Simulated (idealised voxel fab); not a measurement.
The process module that follows is named voxel capacitor over wiring.
Cross-sectional view cut (width: 225 nm; square cell size: 5 nm).
This document writes a cross-section as a grid whose cells are square, and gives it as bands, listed from the top down; one or more rows of cells form a band.
Heights first: top, then bottom, in nm. Then materials, left to right, each with a width in nm. "all across" on a single material: fills the band edge to edge. "blank": empty space.
Height 0 is the level under which the wafer as received is all one material. The lowest band goes on downwards, as in "0 down".
The two numbers in a width such as "30..40" mark its ends across the band: the first belongs to the top row of cells, the second to the bottom row, and from each row to the next the width moves by the same amount.
"left unchanged" means the step left every cell of the cross-section as it was.
What "Voids, fully enclosed" gives you is every empty space of 8 cells or more that is cut off from the top. Each appears as width x height at distance, with the distance taken from the left edge and width, height and distance all in nm.
Step line, after settings: the simulator's comment on this step.
overlay nm: where the mask lay relative to plan, measured to the right, on steps with a mask; negatives go left.
## Process steps - plan
1) RECEIVE [material Si]
2) CONFORMAL_DEP [material SiO2] [thk nm 10]
3) CONFORMAL_DEP [material SiN] [thk nm 5]
4) DIRECTIONAL_DEP [material lowk] [thk nm 25]
5) DIRECTIONAL_DEP [material aC] [thk nm 15]
6) PATTERN [tone open] [mask id METAL_1] [material resist] [width nm 25] [pitch nm 80] [thk nm 30] [overlay nm 0]
7) DIRECTIONAL_ETCH [etch materials aC] [depth nm 15]
8) STRIP [etch materials resist]
9) DIRECTIONAL_ETCH [etch materials lowk] [depth nm 25]
10) DIRECTIONAL_ETCH [etch materials SiN] [depth nm 5]
11) STRIP [etch materials aC]
12) CONFORMAL_DEP [material TiN] [thk nm 5]
13) FILL_DEP [material Ru] [thk nm 5]
14) CMP [height nm 40]
15) EPI [material Ru] [thk nm 5]
16) FILL_DEP [material SiCN] [thk nm 5]
17) DIRECTIONAL_DEP [material lowk] [thk nm 20]
18) DIRECTIONAL_DEP [material aC] [thk nm 10]
19) PATTERN [tone open] [mask id PLUG_1] [material resist] [width nm 15] [thk nm 25] [overlay nm 0]
20) DIRECTIONAL_ETCH [etch materials aC] [depth nm 10]
21) STRIP [etch materials resist]
22) DIRECTIONAL_ETCH [etch materials lowk] [depth nm 20]
23) DIRECTIONAL_ETCH [etch materials SiCN] [depth nm 5]
24) STRIP [etch materials aC]
25) EPI [material Ru] [thk nm 10]
26) EPI [material Ru] [thk nm 10]
27) EPI [material Ru] [thk nm 5]
28) DIRECTIONAL_DEP [material TiN] [thk nm 10]
29) DIRECTIONAL_DEP [material HfO2] [thk nm 5]
30) DIRECTIONAL_DEP [material TiN] [thk nm 10]
31) MASKED_ETCH [tone cover] [mask id UPPER_PLATE] [width nm 60] [etch materials TiN] [depth nm 10] [overlay nm 0]
32) MASKED_ETCH [tone cover] [mask id UPPER_PLATE] [width nm 60] [etch materials HfO2] [depth nm 5] [overlay nm 0]
33) MASKED_ETCH [tone cover] [mask id LOWER_PLATE] [width nm 70] [etch materials TiN] [depth nm 10] [overlay nm 0]
34) FILL_DEP [material SiO2] [thk nm 15]
35) CMP [height nm 105]
36) MASKED_ETCH [tone open] [mask id PLUG_2] [width nm 15] [etch materials SiO2] [depth nm 10] [overlay nm 0]
37) CONFORMAL_DEP [material TiN] [thk nm 5]
38) FILL_DEP [material W] [thk nm 10]
39) CMP [height nm 105]
40) CONFORMAL_DEP [material SiCN] [thk nm 5]
## The cross-section here shows the wafer as received, i.e. in its state after step 1
* 0 down  Si all across
* Voids, fully enclosed: none
## End-of-module XS, first of two wafers, run as planned
* 110 to 105  SiCN all across
* 105 to 100  SiO2=80, TiN=5, W=5, TiN=5, SiO2=130
* 100 to 95  SiO2=80, TiN=15, SiO2=130
* 95 to 85  SiO2=70, TiN=60, SiO2=95
* 85 to 80  SiO2=70, HfO2=60, SiO2=95
* 80 to 70  SiO2=65, TiN=70, SiO2=90
* 70 to 50  lowk=70, Ru=15, lowk=140
* 50 to 45  SiCN=70, Ru=15, SiCN=140
* 45 to 40  SiCN=55, Ru=35, SiCN=45, Ru=35, SiCN=55
* 40 to 15  lowk=60, TiN=5, Ru=15, TiN=5, lowk=55, TiN=5, Ru=15, TiN=5, lowk=60
* 15 to 10  SiN=60, TiN=25, SiN=55, TiN=25, SiN=60
* 10 to 0  SiO2 all across
* 0 down  Si all across
* Voids, fully enclosed: none
## Module end: cross-section of wafer two of two. Same start and process plan as the first wafer. One mistake during execution
* 110 to 105  SiCN all across
* 105 to 100  SiO2=80, TiN=5, W=5, TiN=5, SiO2=130
* 100 to 95  SiO2=80, TiN=15, SiO2=130
* 95 to 85  SiO2=70, TiN=60, SiO2=95
* 85 to 80  SiO2=70, HfO2=60, SiO2=95
* 80 to 70  SiO2=65, TiN=70, SiO2=90
* 70 to 50  lowk=70, Ru=15, lowk=140
* 50 to 45  SiCN=70, Ru=15, SiCN=140
* 45 to 40  Ru=65, SiCN=15, Ru=65, SiCN=15, Ru=65
* 40 to 15  Ru=55, TiN=5, lowk=25, TiN=5, Ru=45, TiN=5, lowk=25, TiN=5, Ru=55
* 15 to 10  TiN=60, SiN=25, TiN=55, SiN=25, TiN=60
* 10 to 0  SiO2 all across
* 0 down  Si all across
* Voids, fully enclosed: none
Short version of what went wrong: not per plan at step 6, really ran PATTERN [tone cover] [mask id METAL_1] [material resist] [width nm 25] [pitch nm 80] [thk nm 30] [overlay nm 0]
Final difference in cells, second wafer against first, listed per material as more or fewer: 150 more of Ru, 25 fewer of SiCN, 25 fewer of SiN, 25 more of TiN, 125 fewer of lowk
